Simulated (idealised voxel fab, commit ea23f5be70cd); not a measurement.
The process module presented herein is designated voxel capacitor over wiring.
Section cut is 205 nm wide and gridded with 5 nm square cells.
Each cross-section below is a grid of square cells, stated as bands in top-down order, with one or more rows of cells making up each band.
Heights first: top, then bottom, in nm. Then materials, left to right, each with a width in nm. "full width" on a single material: fills the band edge to edge. "air": empty space.
Heights from 0 (as-received wafer is one material below). Bottom band endless downward, as "0 nm and below".
The two numbers in a width such as "30 to 40" mark its ends across the band: the first belongs to the top row of cells, the second to the bottom row, and from each row to the next the width moves by the same amount.
What does "identical to before" mean for a step? It means no cell of the cross-section changed in that step.
Empty spaces without an open route to the top, at least 8 cells in extent, make up the entry "Closed void table"; each is given as width x height at distance, where the distance is measured from the left edge, and all are in nm.
Where a step's line continues beyond its settings, the continuation is a remark by the simulator itself on that step.
When a step includes a mask, the "overlay nm" setting on its line states how far to the right of its planned place that mask lay, and negative values state how far to the left.
PLAN
1,RECEIVE, material Si
2,CONFORMAL_DEP, material SiO2, thk nm 10
3,CONFORMAL_DEP, material SiCN, thk nm 5
4,DIRECTIONAL_DEP, material SiO2, thk nm 25
5,MASKED_ETCH, tone open, mask id METAL_1, width nm 20, pitch nm 75, etch materials SiO2, depth nm 25, overlay nm 0
6,MASKED_ETCH, tone open, mask id METAL_1, width nm 20, pitch nm 75, etch materials SiCN, depth nm 5, overlay nm 0
7,CONFORMAL_DEP, material TiN, thk nm 5
8,FILL_DEP, material Cu, thk nm 5
9,CMP, height nm 40
10,CONFORMAL_DEP, material SiCN, thk nm 5
11,DIRECTIONAL_DEP, material lowk, thk nm 20
12,PATTERN, tone open, mask id PLUG_1, material resist, width nm 15, thk nm 20, overlay nm 0
13,DIRECTIONAL_ETCH, etch materials lowk, depth nm 20
14,DIRECTIONAL_ETCH, etch materials SiCN, depth nm 5
15,STRIP, etch materials resist
16,EPI, material Ru, thk nm 10
17,EPI, material Ru, thk nm 10
18,EPI, material Ru, thk nm 5
19,DIRECTIONAL_DEP, material TiN, thk nm 10
20,DIRECTIONAL_DEP, material SiN, thk nm 5
21,DIRECTIONAL_DEP, material TiN, thk nm 10
22,PATTERN, tone cover, mask id UPPER_PLATE, material resist, width nm 60, thk nm 15, overlay nm 0
23,DIRECTIONAL_ETCH, etch materials TiN, depth nm 10
24,DIRECTIONAL_ETCH, etch materials SiN, depth nm 5
25,STRIP, etch materials resist
26,DIRECTIONAL_DEP, material aC, thk nm 15
27,PATTERN, tone cover, mask id LOWER_PLATE, material resist, width nm 70, thk nm 30, overlay nm 0
28,DIRECTIONAL_ETCH, etch materials aC, depth nm 15
29,STRIP, etch materials resist
30,DIRECTIONAL_ETCH, etch materials TiN, depth nm 10
31,STRIP, etch materials aC
32,FILL_DEP, material SiO2, thk nm 15
33,CMP, height nm 100
34,PATTERN, tone open, mask id PLUG_2, material resist, width nm 15, thk nm 15, overlay nm 0
35,DIRECTIONAL_ETCH, etch materials SiO2, depth nm 10
36,STRIP, etch materials resist
37,CONFORMAL_DEP, material TiN, thk nm 5
38,FILL_DEP, material Ru, thk nm 5
39,CMP, height nm 100
40,CONFORMAL_DEP, material SiCN, thk nm 5
The plan's step 10 thk nm is the first wafer's value; the wafers differ in this setting and start identical.
STEP 1 COMPLETE: AS-RECEIVED CROSS-SECTION OF THE FIRST OF SEVERAL WAFERS
	0 nm and below  Si full width
	Closed void table: none
EVERY ROW IN THIS TABLE IS A WAFER AT THE END OF THE MODULE, AND IT GIVES, FOR EACH OF THE MATERIALS, THE CELLS THAT WAFER HAS GAINED (+) OR LOST (-) SINCE IT WAS RECEIVED, THEN ITS CLOSED VOIDS
thk nm 5 | +20 Cu | +16 Ru | +112 SiCN | +12 SiN | +464 SiO2 | +85 TiN | +152 lowk | Closed void table: none
thk nm 10 | +20 Cu | +153 SiCN | +12 SiN | +440 SiO2 | +84 TiN | +152 lowk | Closed void table: none
thk nm 15 | +20 Cu | +194 SiCN | +12 SiN | +401 SiO2 | +82 TiN | +152 lowk | Closed void table: none
thk nm 20 | +20 Cu | +235 SiCN | +12 SiN | +369 SiO2 | +73 TiN | +152 lowk | Closed void table: none
